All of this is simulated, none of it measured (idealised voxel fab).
process module | voxel wiring stack
cross-section cut | 205 nm wide | cells 5 nm
A cross-section is a grid of square cells, given in bands from the top down. A band is one or more rows of cells.
Each band's line starts with the height of the band's top and of its bottom, in nm. Then come its materials from left to right, each with its width in nm. One material with "throughout" fills the band from edge to edge. "air" is empty space.
Height 0 is the level under which the wafer as received is all one material. The lowest band goes on downwards, as in "0 down".
A width such as "30 to 40" changes by the same amount from each row of cells to the next, from the band's top row to its bottom row.
"no change" after a step means that no cell of the cross-section changed.
closed voids: empty space of 8 cells or more with no open way to the top, each as width x height at its distance from the left edge, in nm
after a step's settings: what the simulator itself notes on the step
overlay nm, on a step with a mask: how far to the right of its planned place the mask lay; to the left if negative
plan
1 op RECEIVE | material Si
2 op CONFORMAL_DEP | material SiO2 | thk nm 15
3 op CONFORMAL_DEP | material SiCN | thk nm 5
4 op DIRECTIONAL_DEP | material SiO2 | thk nm 25
5 op PATTERN | tone open | mask id METAL_1 | material resist | width nm 30 | pitch nm 45 | thk nm 15 | overlay nm 0
6 op DIRECTIONAL_ETCH | etch materials SiO2 | depth nm 25
7 op DIRECTIONAL_ETCH | etch materials SiCN | depth nm 5
8 op STRIP | etch materials resist
9 op CONFORMAL_DEP | material TiN | thk nm 5
10 op FILL_DEP | material Ru | thk nm 10
11 op CMP | height nm 45
12 op CONFORMAL_DEP | material SiCN | thk nm 5
13 op DIRECTIONAL_DEP | material lowk | thk nm 15
14 op DIRECTIONAL_DEP | material aC | thk nm 10
15 op PATTERN | tone open | mask id PLUG_1 | material resist | width nm 15 | pitch nm 45 | thk nm 25 | overlay nm 0
16 op DIRECTIONAL_ETCH | etch materials aC | depth nm 10
17 op STRIP | etch materials resist
18 op DIRECTIONAL_ETCH | etch materials lowk | depth nm 15
19 op DIRECTIONAL_ETCH | etch materials SiCN | depth nm 5
20 op STRIP | etch materials aC
21 op EPI | material Ru | thk nm 10
22 op EPI | material Ru | thk nm 10
23 op DIRECTIONAL_DEP | material TiN | thk nm 5
24 op DIRECTIONAL_DEP | material W | thk nm 15
25 op DIRECTIONAL_DEP | material aC | thk nm 15
26 op PATTERN | tone cover | mask id METAL_2 | material resist | width nm 30 | pitch nm 45 | thk nm 30 | overlay nm 0
27 op DIRECTIONAL_ETCH | etch materials aC | depth nm 15
28 op STRIP | etch materials resist
29 op DIRECTIONAL_ETCH | etch materials W | depth nm 15
30 op DIRECTIONAL_ETCH | etch materials TiN | depth nm 5
31 op STRIP | etch materials aC
32 op FILL_DEP | material SiO2 | thk nm 5
33 op CMP | height nm 85
34 op CONFORMAL_DEP | material SiCN | thk nm 5
35 op DIRECTIONAL_DEP | material lowk | thk nm 30
36 op PATTERN | tone open | mask id METAL_3 | material resist | width nm 30 | pitch nm 45 | thk nm 15 | overlay nm 0
37 op DIRECTIONAL_ETCH | etch materials lowk | depth nm 15
38 op STRIP | etch materials resist
39 op MASKED_ETCH | tone open | mask id METAL_3_HOLES | width nm 15 | etch materials lowk | depth nm 15 | overlay nm 0
40 op MASKED_ETCH | tone open | mask id METAL_3_HOLES | width nm 15 | etch materials SiCN | depth nm 5 | overlay nm 0
41 op CONFORMAL_DEP | material TiN | thk nm 5
42 op FILL_DEP | material Cu | thk nm 10
43 op CMP | height nm 120
44 op CONFORMAL_DEP | material SiCN | thk nm 5
45 op DIRECTIONAL_DEP | material lowk | thk nm 30
46 op DIRECTIONAL_DEP | material aC | thk nm 10
47 op PATTERN | tone open | mask id METAL_4 | material resist | width nm 30 | pitch nm 45 | thk nm 30 | overlay nm 0
48 op DIRECTIONAL_ETCH | etch materials aC | depth nm 10
49 op STRIP | etch materials resist
50 op DIRECTIONAL_ETCH | etch materials lowk | depth nm 15
51 op STRIP | etch materials aC
52 op DIRECTIONAL_DEP | material aC | thk nm 10
53 op PATTERN | tone open | mask id METAL_4_HOLES | material resist | width nm 15 | thk nm 30 | overlay nm 0
54 op DIRECTIONAL_ETCH | etch materials aC | depth nm 10
55 op STRIP | etch materials resist
56 op DIRECTIONAL_ETCH | etch materials lowk | depth nm 15
57 op DIRECTIONAL_ETCH | etch materials SiCN | depth nm 5
58 op STRIP | etch materials aC
59 op CONFORMAL_DEP | material TiN | thk nm 5
60 op FILL_DEP | material Cu | thk nm 10
61 op CMP | height nm 155
62 op CONFORMAL_DEP | material SiCN | thk nm 5
first wafer, as planned
as received, after step 1
  0 down: Si throughout
  closed voids: none
after step 2
  15 to 0: SiO2 throughout
  below 0: unchanged
after step 3
  20 to 15: SiCN throughout
  below 15: unchanged
after step 4
  45 to 20: SiO2 throughout
  below 20: unchanged
after step 5
  60 to 45: resist 65 | air 30 | resist 15 | air 30 | resist 65
  below 45: unchanged
after step 6
  60 to 45: resist 65 | air 30 | resist 15 | air 30 | resist 65
  45 to 20: SiO2 65 | air 30 | SiO2 15 | air 30 | SiO2 65
  below 20: unchanged
after step 7
  60 to 45: resist 65 | air 30 | resist 15 | air 30 | resist 65
  45 to 20: SiO2 65 | air 30 | SiO2 15 | air 30 | SiO2 65
  20 to 15: SiCN 65 | air 30 | SiCN 15 | air 30 | SiCN 65
  below 15: unchanged
after step 8
  45 to 20: SiO2 65 | air 30 | SiO2 15 | air 30 | SiO2 65
  below 20: unchanged
after step 9
  50 to 45: TiN 70 | air 20 | TiN 25 | air 20 | TiN 70
  45 to 20: SiO2 65 | TiN 5 | air 20 | TiN 5 | SiO2 15 | TiN 5 | air 20 | TiN 5 | SiO2 65
  20 to 15: SiCN 65 | TiN 30 | SiCN 15 | TiN 30 | SiCN 65
  below 15: unchanged
after step 10
  60 to 50: Ru throughout
  50 to 45: TiN 70 | Ru 20 | TiN 25 | Ru 20 | TiN 70
  45 to 20: SiO2 65 | TiN 5 | Ru 20 | TiN 5 | SiO2 15 | TiN 5 | Ru 20 | TiN 5 | SiO2 65
  below 20: unchanged
after step 11
  45 to 20: SiO2 65 | TiN 5 | Ru 20 | TiN 5 | SiO2 15 | TiN 5 | Ru 20 | TiN 5 | SiO2 65
  below 20: unchanged
after step 12
  50 to 45: SiCN throughout
  below 45: unchanged
after step 13
  65 to 50: lowk throughout
  below 50: unchanged
after step 14
  75 to 65: aC throughout
  below 65: unchanged
after step 15
  100 to 75: resist 65 | air 15 | resist 30 | air 15 | resist 80
  below 75: unchanged
after step 16
  90 to 75: resist 65 | air 15 | resist 30 | air 15 | resist 80
  75 to 65: aC 65 | air 15 | aC 30 | air 15 | aC 80
  below 65: unchanged
after step 17
  75 to 65: aC 65 | air 15 | aC 30 | air 15 | aC 80
  below 65: unchanged
after step 18
  75 to 65: aC 65 | air 15 | aC 30 | air 15 | aC 80
  65 to 50: lowk 65 | air 15 | lowk 30 | air 15 | lowk 80
  below 50: unchanged
after step 19
  75 to 65: aC 65 | air 15 | aC 30 | air 15 | aC 80
  65 to 50: lowk 65 | air 15 | lowk 30 | air 15 | lowk 80
  50 to 45: SiCN 65 | air 15 | SiCN 30 | air 15 | SiCN 80
  below 45: unchanged
after step 20
  65 to 50: lowk 65 | air 15 | lowk 30 | air 15 | lowk 80
  below 50: unchanged
after step 21
  65 to 55: lowk 65 | air 15 | lowk 30 | air 15 | lowk 80
  55 to 50: lowk 65 | Ru 15 | lowk 30 | Ru 15 | lowk 80
  50 to 45: SiCN 65 | Ru 15 | SiCN 30 | Ru 15 | SiCN 80
  below 45: unchanged
after step 22
  65 to 50: lowk 65 | Ru 15 | lowk 30 | Ru 15 | lowk 80
  below 50: unchanged
after step 23
  70 to 65: TiN throughout
  below 65: unchanged
after step 24
  85 to 70: W throughout
  below 70: unchanged
after step 25
  100 to 85: aC throughout
  below 85: unchanged
after step 26
  130 to 100: air 65 | resist 30 | air 15 | resist 30 | air 65
  below 100: unchanged
after step 27
  115 to 100: air 65 | resist 30 | air 15 | resist 30 | air 65
  100 to 85: air 65 | aC 30 | air 15 | aC 30 | air 65
  below 85: unchanged
after step 28
  100 to 85: air 65 | aC 30 | air 15 | aC 30 | air 65
  below 85: unchanged
after step 29
  100 to 85: air 65 | aC 30 | air 15 | aC 30 | air 65
  85 to 70: air 65 | W 30 | air 15 | W 30 | air 65
  below 70: unchanged
after step 30
  100 to 85: air 65 | aC 30 | air 15 | aC 30 | air 65
  85 to 70: air 65 | W 30 | air 15 | W 30 | air 65
  70 to 65: air 65 | TiN 30 | air 15 | TiN 30 | air 65
  below 65: unchanged
after step 31
  85 to 70: air 65 | W 30 | air 15 | W 30 | air 65
  below 70: unchanged
after step 32
  90 to 85: SiO2 throughout
  85 to 70: SiO2 65 | W 30 | SiO2 15 | W 30 | SiO2 65
  70 to 65: SiO2 65 | TiN 30 | SiO2 15 | TiN 30 | SiO2 65
  below 65: unchanged
after step 33
  85 to 70: SiO2 65 | W 30 | SiO2 15 | W 30 | SiO2 65
  below 70: unchanged
after step 34
  90 to 85: SiCN throughout
  below 85: unchanged
after step 35
  120 to 90: lowk throughout
  below 90: unchanged
after step 36
  135 to 120: resist 65 | air 30 | resist 15 | air 30 | resist 65
  below 120: unchanged
after step 37
  135 to 120: resist 65 | air 30 | resist 15 | air 30 | resist 65
  120 to 105: lowk 65 | air 30 | lowk 15 | air 30 | lowk 65
  below 105: unchanged
after step 38
  120 to 105: lowk 65 | air 30 | lowk 15 | air 30 | lowk 65
  below 105: unchanged
after step 39
  120 to 105: lowk 65 | air 30 | lowk 15 | air 30 | lowk 65
  105 to 90: lowk 65 | air 15 | lowk 125
  below 90: unchanged
after step 40
  120 to 105: lowk 65 | air 30 | lowk 15 | air 30 | lowk 65
  105 to 90: lowk 65 | air 15 | lowk 125
  90 to 85: SiCN 65 | air 15 | SiCN 125
  below 85: unchanged
after step 41
  125 to 120: TiN 70 | air 20 | TiN 25 | air 20 | TiN 70
  120 to 110: lowk 65 | TiN 5 | air 20 | TiN 5 | lowk 15 | TiN 5 | air 20 | TiN 5 | lowk 65
  110 to 105: lowk 65 | TiN 5 | air 5 | TiN 20 | lowk 15 | TiN 30 | lowk 65
  105 to 90: lowk 65 | TiN 5 | air 5 | TiN 5 | lowk 125
  90 to 85: SiCN 65 | TiN 15 | SiCN 125
  below 85: unchanged
after step 42
  135 to 125: Cu throughout
  125 to 120: TiN 70 | Cu 20 | TiN 25 | Cu 20 | TiN 70
  120 to 110: lowk 65 | TiN 5 | Cu 20 | TiN 5 | lowk 15 | TiN 5 | Cu 20 | TiN 5 | lowk 65
  110 to 105: lowk 65 | TiN 5 | Cu 5 | TiN 20 | lowk 15 | TiN 30 | lowk 65
  105 to 90: lowk 65 | TiN 5 | Cu 5 | TiN 5 | lowk 125
  below 90: unchanged
after step 43
  120 to 110: lowk 65 | TiN 5 | Cu 20 | TiN 5 | lowk 15 | TiN 5 | Cu 20 | TiN 5 | lowk 65
  below 110: unchanged
after step 44
  125 to 120: SiCN throughout
  below 120: unchanged
after step 45
  155 to 125: lowk throughout
  below 125: unchanged
after step 46
  165 to 155: aC throughout
  below 155: unchanged
after step 47
  195 to 165: resist 65 | air 30 | resist 15 | air 30 | resist 65
  below 165: unchanged
after step 48
  185 to 165: resist 65 | air 30 | resist 15 | air 30 | resist 65
  165 to 155: aC 65 | air 30 | aC 15 | air 30 | aC 65
  below 155: unchanged
after step 49
  165 to 155: aC 65 | air 30 | aC 15 | air 30 | aC 65
  below 155: unchanged
after step 50
  165 to 155: aC 65 | air 30 | aC 15 | air 30 | aC 65
  155 to 140: lowk 65 | air 30 | lowk 15 | air 30 | lowk 65
  below 140: unchanged
after step 51
  155 to 140: lowk 65 | air 30 | lowk 15 | air 30 | lowk 65
  below 140: unchanged
after step 52
  165 to 155: aC 65 | air 30 | aC 15 | air 30 | aC 65
  155 to 150: lowk 65 | air 30 | lowk 15 | air 30 | lowk 65
  150 to 140: lowk 65 | aC 30 | lowk 15 | aC 30 | lowk 65
  below 140: unchanged
after step 53
  195 to 165: resist 65 | air 15 | resist 125
  165 to 155: aC 65 | air 15 | resist 15 | aC 15 | resist 30 | aC 65
  155 to 150: lowk 65 | air 15 | resist 15 | lowk 15 | resist 30 | lowk 65
  below 150: unchanged
after step 54
  185 to 165: resist 65 | air 15 | resist 125
  165 to 155: aC 65 | air 15 | resist 15 | aC 15 | resist 30 | aC 65
  155 to 150: lowk 65 | air 15 | resist 15 | lowk 15 | resist 30 | lowk 65
  150 to 140: lowk 65 | air 15 | aC 15 | lowk 15 | aC 30 | lowk 65
  below 140: unchanged
after step 55
  165 to 155: aC 65 | air 30 | aC 15 | air 30 | aC 65
  155 to 150: lowk 65 | air 30 | lowk 15 | air 30 | lowk 65
  below 150: unchanged
after step 56
  165 to 155: aC 65 | air 30 | aC 15 | air 30 | aC 65
  155 to 150: lowk 65 | air 30 | lowk 15 | air 30 | lowk 65
  150 to 140: lowk 65 | air 15 | aC 15 | lowk 15 | aC 30 | lowk 65
  140 to 125: lowk 65 | air 15 | lowk 125
  below 125: unchanged
after step 57
  165 to 155: aC 65 | air 30 | aC 15 | air 30 | aC 65
  155 to 150: lowk 65 | air 30 | lowk 15 | air 30 | lowk 65
  150 to 140: lowk 65 | air 15 | aC 15 | lowk 15 | aC 30 | lowk 65
  140 to 125: lowk 65 | air 15 | lowk 125
  125 to 120: SiCN 65 | air 15 | SiCN 125
  below 120: unchanged
after step 58
  155 to 140: lowk 65 | air 30 | lowk 15 | air 30 | lowk 65
  below 140: unchanged
after step 59
  160 to 155: TiN 70 | air 20 | TiN 25 | air 20 | TiN 70
  155 to 145: lowk 65 | TiN 5 | air 20 | TiN 5 | lowk 15 | TiN 5 | air 20 | TiN 5 | lowk 65
  145 to 140: lowk 65 | TiN 5 | air 5 | TiN 20 | lowk 15 | TiN 30 | lowk 65
  140 to 125: lowk 65 | TiN 5 | air 5 | TiN 5 | lowk 125
  125 to 120: SiCN 65 | TiN 15 | SiCN 125
  below 120: unchanged
after step 60
  170 to 160: Cu throughout
  160 to 155: TiN 70 | Cu 20 | TiN 25 | Cu 20 | TiN 70
  155 to 145: lowk 65 | TiN 5 | Cu 20 | TiN 5 | lowk 15 | TiN 5 | Cu 20 | TiN 5 | lowk 65
  145 to 140: lowk 65 | TiN 5 | Cu 5 | TiN 20 | lowk 15 | TiN 30 | lowk 65
  140 to 125: lowk 65 | TiN 5 | Cu 5 | TiN 5 | lowk 125
  below 125: unchanged
after step 61
  155 to 145: lowk 65 | TiN 5 | Cu 20 | TiN 5 | lowk 15 | TiN 5 | Cu 20 | TiN 5 | lowk 65
  below 145: unchanged
after step 62
  160 to 155: SiCN throughout
  below 155: unchanged
second wafer: like start, like plan, one mistake. Through step 2 it matches the first wafer
when step 3 should have ended: no change
when step 4 should have ended
  40 to 0: SiO2 throughout
  below 0: unchanged
when step 5 should have ended
  55 to 40: resist 65 | air 30 | resist 15 | air 30 | resist 65
  below 40: unchanged
when step 6 should have ended
  55 to 40: resist 65 | air 30 | resist 15 | air 30 | resist 65
  40 to 15: SiO2 65 | air 30 | SiO2 15 | air 30 | SiO2 65
  below 15: unchanged
when step 7 should have ended: no change
when step 8 should have ended
  40 to 15: SiO2 65 | air 30 | SiO2 15 | air 30 | SiO2 65
  below 15: unchanged
when step 9 should have ended
  45 to 40: TiN 70 | air 20 | TiN 25 | air 20 | TiN 70
  40 to 20: SiO2 65 | TiN 5 | air 20 | TiN 5 | SiO2 15 | TiN 5 | air 20 | TiN 5 | SiO2 65
  20 to 15: SiO2 65 | TiN 30 | SiO2 15 | TiN 30 | SiO2 65
  below 15: unchanged
when step 10 should have ended
  55 to 45: Ru throughout
  45 to 40: TiN 70 | Ru 20 | TiN 25 | Ru 20 | TiN 70
  40 to 20: SiO2 65 | TiN 5 | Ru 20 | TiN 5 | SiO2 15 | TiN 5 | Ru 20 | TiN 5 | SiO2 65
  below 20: unchanged
when step 11 should have ended
  45 to 40: TiN 70 | Ru 20 | TiN 25 | Ru 20 | TiN 70
  below 40: unchanged
when step 12 should have ended
  50 to 45: SiCN throughout
  below 45: unchanged
when step 13 should have ended
  65 to 50: lowk throughout
  below 50: unchanged
when step 14 should have ended
  75 to 65: aC throughout
  below 65: unchanged
when step 15 should have ended
  100 to 75: resist 65 | air 15 | resist 30 | air 15 | resist 80
  below 75: unchanged
when step 16 should have ended
  90 to 75: resist 65 | air 15 | resist 30 | air 15 | resist 80
  75 to 65: aC 65 | air 15 | aC 30 | air 15 | aC 80
  below 65: unchanged
when step 17 should have ended
  75 to 65: aC 65 | air 15 | aC 30 | air 15 | aC 80
  below 65: unchanged
when step 18 should have ended
  75 to 65: aC 65 | air 15 | aC 30 | air 15 | aC 80
  65 to 50: lowk 65 | air 15 | lowk 30 | air 15 | lowk 80
  below 50: unchanged
when step 19 should have ended
  75 to 65: aC 65 | air 15 | aC 30 | air 15 | aC 80
  65 to 50: lowk 65 | air 15 | lowk 30 | air 15 | lowk 80
  50 to 45: SiCN 65 | air 15 | SiCN 30 | air 15 | SiCN 80
  below 45: unchanged
when step 20 should have ended
  65 to 50: lowk 65 | air 15 | lowk 30 | air 15 | lowk 80
  below 50: unchanged
when step 21 should have ended
  65 to 55: lowk 65 | air 15 | lowk 30 | air 15 | lowk 80
  55 to 50: lowk 65 | Ru 15 | lowk 30 | Ru 15 | lowk 80
  50 to 45: SiCN 65 | Ru 15 | SiCN 30 | Ru 15 | SiCN 80
  below 45: unchanged
when step 22 should have ended
  65 to 50: lowk 65 | Ru 15 | lowk 30 | Ru 15 | lowk 80
  below 50: unchanged
when step 23 should have ended
  70 to 65: TiN throughout
  below 65: unchanged
when step 24 should have ended
  85 to 70: W throughout
  below 70: unchanged
when step 25 should have ended
  100 to 85: aC throughout
  below 85: unchanged
when step 26 should have ended
  130 to 100: air 65 | resist 30 | air 15 | resist 30 | air 65
  below 100: unchanged
when step 27 should have ended
  115 to 100: air 65 | resist 30 | air 15 | resist 30 | air 65
  100 to 85: air 65 | aC 30 | air 15 | aC 30 | air 65
  below 85: unchanged
when step 28 should have ended
  100 to 85: air 65 | aC 30 | air 15 | aC 30 | air 65
  below 85: unchanged
when step 29 should have ended
  100 to 85: air 65 | aC 30 | air 15 | aC 30 | air 65
  85 to 70: air 65 | W 30 | air 15 | W 30 | air 65
  below 70: unchanged
when step 30 should have ended
  100 to 85: air 65 | aC 30 | air 15 | aC 30 | air 65
  85 to 70: air 65 | W 30 | air 15 | W 30 | air 65
  70 to 65: air 65 | TiN 30 | air 15 | TiN 30 | air 65
  below 65: unchanged
when step 31 should have ended
  85 to 70: air 65 | W 30 | air 15 | W 30 | air 65
  below 70: unchanged
when step 32 should have ended
  90 to 85: SiO2 throughout
  85 to 70: SiO2 65 | W 30 | SiO2 15 | W 30 | SiO2 65
  70 to 65: SiO2 65 | TiN 30 | SiO2 15 | TiN 30 | SiO2 65
  below 65: unchanged
when step 33 should have ended
  85 to 70: SiO2 65 | W 30 | SiO2 15 | W 30 | SiO2 65
  below 70: unchanged
when step 34 should have ended
  90 to 85: SiCN throughout
  below 85: unchanged
when step 35 should have ended
  120 to 90: lowk throughout
  below 90: unchanged
when step 36 should have ended
  135 to 120: resist 65 | air 30 | resist 15 | air 30 | resist 65
  below 120: unchanged
when step 37 should have ended
  135 to 120: resist 65 | air 30 | resist 15 | air 30 | resist 65
  120 to 105: lowk 65 | air 30 | lowk 15 | air 30 | lowk 65
  below 105: unchanged
when step 38 should have ended
  120 to 105: lowk 65 | air 30 | lowk 15 | air 30 | lowk 65
  below 105: unchanged
when step 39 should have ended
  120 to 105: lowk 65 | air 30 | lowk 15 | air 30 | lowk 65
  105 to 90: lowk 65 | air 15 | lowk 125
  below 90: unchanged
when step 40 should have ended
  120 to 105: lowk 65 | air 30 | lowk 15 | air 30 | lowk 65
  105 to 90: lowk 65 | air 15 | lowk 125
  90 to 85: SiCN 65 | air 15 | SiCN 125
  below 85: unchanged
when step 41 should have ended
  125 to 120: TiN 70 | air 20 | TiN 25 | air 20 | TiN 70
  120 to 110: lowk 65 | TiN 5 | air 20 | TiN 5 | lowk 15 | TiN 5 | air 20 | TiN 5 | lowk 65
  110 to 105: lowk 65 | TiN 5 | air 5 | TiN 20 | lowk 15 | TiN 30 | lowk 65
  105 to 90: lowk 65 | TiN 5 | air 5 | TiN 5 | lowk 125
  90 to 85: SiCN 65 | TiN 15 | SiCN 125
  below 85: unchanged
when step 42 should have ended
  135 to 125: Cu throughout
  125 to 120: TiN 70 | Cu 20 | TiN 25 | Cu 20 | TiN 70
  120 to 110: lowk 65 | TiN 5 | Cu 20 | TiN 5 | lowk 15 | TiN 5 | Cu 20 | TiN 5 | lowk 65
  110 to 105: lowk 65 | TiN 5 | Cu 5 | TiN 20 | lowk 15 | TiN 30 | lowk 65
  105 to 90: lowk 65 | TiN 5 | Cu 5 | TiN 5 | lowk 125
  below 90: unchanged
when step 43 should have ended
  120 to 110: lowk 65 | TiN 5 | Cu 20 | TiN 5 | lowk 15 | TiN 5 | Cu 20 | TiN 5 | lowk 65
  below 110: unchanged
when step 44 should have ended
  125 to 120: SiCN throughout
  below 120: unchanged
when step 45 should have ended
  155 to 125: lowk throughout
  below 125: unchanged
when step 46 should have ended
  165 to 155: aC throughout
  below 155: unchanged
when step 47 should have ended
  195 to 165: resist 65 | air 30 | resist 15 | air 30 | resist 65
  below 165: unchanged
when step 48 should have ended
  185 to 165: resist 65 | air 30 | resist 15 | air 30 | resist 65
  165 to 155: aC 65 | air 30 | aC 15 | air 30 | aC 65
  below 155: unchanged
when step 49 should have ended
  165 to 155: aC 65 | air 30 | aC 15 | air 30 | aC 65
  below 155: unchanged
when step 50 should have ended
  165 to 155: aC 65 | air 30 | aC 15 | air 30 | aC 65
  155 to 140: lowk 65 | air 30 | lowk 15 | air 30 | lowk 65
  below 140: unchanged
when step 51 should have ended
  155 to 140: lowk 65 | air 30 | lowk 15 | air 30 | lowk 65
  below 140: unchanged
when step 52 should have ended
  165 to 155: aC 65 | air 30 | aC 15 | air 30 | aC 65
  155 to 150: lowk 65 | air 30 | lowk 15 | air 30 | lowk 65
  150 to 140: lowk 65 | aC 30 | lowk 15 | aC 30 | lowk 65
  below 140: unchanged
when step 53 should have ended
  195 to 165: resist 65 | air 15 | resist 125
  165 to 155: aC 65 | air 15 | resist 15 | aC 15 | resist 30 | aC 65
  155 to 150: lowk 65 | air 15 | resist 15 | lowk 15 | resist 30 | lowk 65
  below 150: unchanged
when step 54 should have ended
  185 to 165: resist 65 | air 15 | resist 125
  165 to 155: aC 65 | air 15 | resist 15 | aC 15 | resist 30 | aC 65
  155 to 150: lowk 65 | air 15 | resist 15 | lowk 15 | resist 30 | lowk 65
  150 to 140: lowk 65 | air 15 | aC 15 | lowk 15 | aC 30 | lowk 65
  below 140: unchanged
when step 55 should have ended
  165 to 155: aC 65 | air 30 | aC 15 | air 30 | aC 65
  155 to 150: lowk 65 | air 30 | lowk 15 | air 30 | lowk 65
  below 150: unchanged
when step 56 should have ended
  165 to 155: aC 65 | air 30 | aC 15 | air 30 | aC 65
  155 to 150: lowk 65 | air 30 | lowk 15 | air 30 | lowk 65
  150 to 140: lowk 65 | air 15 | aC 15 | lowk 15 | aC 30 | lowk 65
  140 to 125: lowk 65 | air 15 | lowk 125
  below 125: unchanged
when step 57 should have ended
  165 to 155: aC 65 | air 30 | aC 15 | air 30 | aC 65
  155 to 150: lowk 65 | air 30 | lowk 15 | air 30 | lowk 65
  150 to 140: lowk 65 | air 15 | aC 15 | lowk 15 | aC 30 | lowk 65
  140 to 125: lowk 65 | air 15 | lowk 125
  125 to 120: SiCN 65 | air 15 | SiCN 125
  below 120: unchanged
when step 58 should have ended
  155 to 140: lowk 65 | air 30 | lowk 15 | air 30 | lowk 65
  below 140: unchanged
when step 59 should have ended
  160 to 155: TiN 70 | air 20 | TiN 25 | air 20 | TiN 70
  155 to 145: lowk 65 | TiN 5 | air 20 | TiN 5 | lowk 15 | TiN 5 | air 20 | TiN 5 | lowk 65
  145 to 140: lowk 65 | TiN 5 | air 5 | TiN 20 | lowk 15 | TiN 30 | lowk 65
  140 to 125: lowk 65 | TiN 5 | air 5 | TiN 5 | lowk 125
  125 to 120: SiCN 65 | TiN 15 | SiCN 125
  below 120: unchanged
when step 60 should have ended
  170 to 160: Cu throughout
  160 to 155: TiN 70 | Cu 20 | TiN 25 | Cu 20 | TiN 70
  155 to 145: lowk 65 | TiN 5 | Cu 20 | TiN 5 | lowk 15 | TiN 5 | Cu 20 | TiN 5 | lowk 65
  145 to 140: lowk 65 | TiN 5 | Cu 5 | TiN 20 | lowk 15 | TiN 30 | lowk 65
  140 to 125: lowk 65 | TiN 5 | Cu 5 | TiN 5 | lowk 125
  below 125: unchanged
when step 61 should have ended
  155 to 145: lowk 65 | TiN 5 | Cu 20 | TiN 5 | lowk 15 | TiN 5 | Cu 20 | TiN 5 | lowk 65
  below 145: unchanged
when step 62 should have ended
  160 to 155: SiCN throughout
  below 155: unchanged
what went wrong: step 3 was left out
at the end the second wafer has, in cells: 29 fewer of SiCN | 29 more of TiN
